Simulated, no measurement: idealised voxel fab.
process module | voxel transistor to metal
cross-section cut | 295 nm wide | cells 5 nm
A cross-section is a grid of square cells, given in bands from the top down. A band is one or more rows of cells.
Each band's line starts with the height of the band's top and of its bottom, in nm. Then come its materials from left to right, each with its width in nm. One material with "throughout" fills the band from edge to edge. "air" is empty space.
Height 0 is the level under which the wafer as received is all one material. The lowest band goes on downwards, as in "0 down".
A width such as "30 to 40" changes by the same amount from each row of cells to the next, from the band's top row to its bottom row.
"no change" after a step means that no cell of the cross-section changed.
closed voids: empty space of 8 cells or more with no open way to the top, each as width x height at its distance from the left edge, in nm
after a step's settings: what the simulator itself notes on the step
overlay nm, on a step with a mask: how far to the right of its planned place the mask lay; to the left if negative
plan
1 op RECEIVE | material Si
2 op OXIDIZE | depth nm 5
3 op CONFORMAL_DEP | material SiN | thk nm 10
4 op DIRECTIONAL_DEP | material aC | thk nm 15
5 op PATTERN | tone cover | mask id ACTIVE | material resist | width nm 110 | pitch nm 140 | thk nm 30 | overlay nm 0
6 op DIRECTIONAL_ETCH | etch materials aC | depth nm 15
7 op STRIP | etch materials resist
8 op DIRECTIONAL_ETCH | etch materials SiN | depth nm 10
9 op DIRECTIONAL_ETCH | etch materials SiO2 | depth nm 5
10 op DIRECTIONAL_ETCH | etch materials Si | depth nm 30
11 op STRIP | etch materials aC
12 op FILL_DEP | material SiO2 | thk nm 5
13 op CMP | height nm 10
14 op SELECTIVE_ETCH | etch materials SiO2 | depth nm 5
15 op STRIP | etch materials SiN
16 op SELECTIVE_ETCH | etch materials SiO2 | depth nm 5
17 op OXIDIZE | depth nm 5
18 op DIRECTIONAL_DEP | material polySi | thk nm 30
19 op DIRECTIONAL_DEP | material SiCN | thk nm 10
20 op PATTERN | tone cover | mask id GATE | material resist | width nm 20 | pitch nm 140 | thk nm 20 | overlay nm 0
21 op DIRECTIONAL_ETCH | etch materials SiCN | depth nm 20
22 op DIRECTIONAL_ETCH | etch materials polySi | depth nm 40
23 op STRIP | etch materials resist
24 op CONFORMAL_DEP | material SiO2 | thk nm 5
25 op DIRECTIONAL_ETCH | etch materials SiO2 | depth nm 5
26 op CONFORMAL_DEP | material SiN | thk nm 5
27 op DIRECTIONAL_ETCH | etch materials SiN | depth nm 5
28 op DIRECTIONAL_ETCH | etch materials SiO2 | depth nm 5
29 op DIRECTIONAL_ETCH | etch materials Si | depth nm 10
30 op EPI | material SiGe | thk nm 15
31 op FILL_DEP | material SiO2 | thk nm 5
32 op CMP | height nm 35
33 op DIRECTIONAL_DEP | material SiO2 | thk nm 10
34 op PATTERN | tone open | mask id CONTACT | material resist | width nm 35 | thk nm 15 | overlay nm 0
35 op DIRECTIONAL_ETCH | etch materials SiO2 | depth nm 40
36 op STRIP | etch materials resist
37 op CONFORMAL_DEP | material TiN | thk nm 5
38 op FILL_DEP | material Ru | thk nm 5
39 op CMP | height nm 45
40 op DIRECTIONAL_DEP | material TiN | thk nm 5
41 op DIRECTIONAL_DEP | material W | thk nm 20
42 op DIRECTIONAL_DEP | material aC | thk nm 10
43 op PATTERN | tone cover | mask id METAL_1 | material resist | width nm 20 | thk nm 25 | overlay nm 0
44 op DIRECTIONAL_ETCH | etch materials aC | depth nm 10
45 op STRIP | etch materials resist
46 op DIRECTIONAL_ETCH | etch materials W | depth nm 20
47 op DIRECTIONAL_ETCH | etch materials TiN | depth nm 5
48 op STRIP | etch materials aC
49 op CONFORMAL_DEP | material SiN | thk nm 5
50 op FILL_DEP | material SiO2 | thk nm 10
51 op CMP | height nm 70
52 op CONFORMAL_DEP | material SiCN | thk nm 5
as received, after step 1
  0 down: Si throughout
  closed voids: none
a wafer at the end: this start, this plan, one mistake
  75 to 70: SiCN throughout
  70 to 50: SiO2 20 | SiN 5 | W 20 | SiN 5 | SiO2 50 | SiN 5 | W 20 | SiN 5 | SiO2 30 | SiN 5 | W 20 | SiN 5 | SiO2 50 | SiN 5 | W 20 | SiN 5 | SiO2 25
  50 to 45: SiN 25 | TiN 20 | SiN 60 | TiN 20 | SiN 40 | TiN 20 | SiN 60 | TiN 20 | SiN 30
  45 to 35: SiO2 25 | TiN 5 | Ru 25 to 20 | TiN 5 to 10 | SiO2 30 | TiN 5 to 10 | Ru 25 to 20 | TiN 5 | SiO2 40 | TiN 5 | Ru 25 to 20 | TiN 5 to 10 | SiO2 30 | TiN 5 to 10 | Ru 25 to 20 | TiN 5 | SiO2 30
  35 to 30: SiO2 25 | TiN 5 | Ru 20 | TiN 5 | SiN 5 | SiO2 5 | SiCN 20 | SiO2 5 | SiN 5 | TiN 5 | Ru 20 | TiN 5 | SiO2 40 | TiN 5 | Ru 20 | TiN 5 | SiN 5 | SiO2 5 | SiCN 20 | SiO2 5 | SiN 5 | TiN 5 | Ru 20 | TiN 5 | SiO2 30
  30 to 10: SiO2 25 | TiN 5 | Ru 20 | TiN 5 | SiN 5 | SiO2 5 | polySi 20 | SiO2 5 | SiN 5 | TiN 5 | Ru 20 | TiN 5 | SiO2 40 | TiN 5 | Ru 20 | TiN 5 | SiN 5 | SiO2 5 | polySi 20 | SiO2 5 | SiN 5 | TiN 5 | Ru 20 | TiN 5 | SiO2 30
  10 to 5: SiO2 25 | TiN 30 | SiN 5 | SiO2 5 | polySi 20 | SiO2 5 | SiN 5 | TiN 30 | SiO2 40 | TiN 30 | SiN 5 | SiO2 5 | polySi 20 | SiO2 5 | SiN 5 | TiN 30 | SiO2 30
  5 to 0: SiGe 20 | SiO2 35 | SiN 5 | SiO2 5 | polySi 20 | SiO2 5 | SiN 5 | SiO2 35 | SiGe 30 | SiO2 35 | SiN 5 | SiO2 5 | polySi 20 | SiO2 5 | SiN 5 | SiO2 35 | SiGe 20 | SiO2 5
  0 to -5: SiGe 15 | SiN 5 | SiO2 110 | SiN 5 | SiGe 20 | SiN 5 | SiO2 110 | SiN 5 | SiGe 15 | SiO2 5
  -5 to -10: SiGe 15 | SiO2 120 | SiGe 20 | SiO2 120 | SiGe 20
  -10 to -20: SiGe 15 | Si 5 | SiO2 110 | Si 5 | SiGe 20 | Si 5 | SiO2 110 | Si 5 | SiGe 20
  -20 to -35: Si 20 | SiO2 110 | Si 30 | SiO2 110 | Si 25
  -35 down: Si throughout
  closed voids: none
what went wrong: step 5 ran as: op PATTERN | tone open | mask id ACTIVE | material resist | width nm 110 | pitch nm 140 | thk nm 30 | overlay nm 0
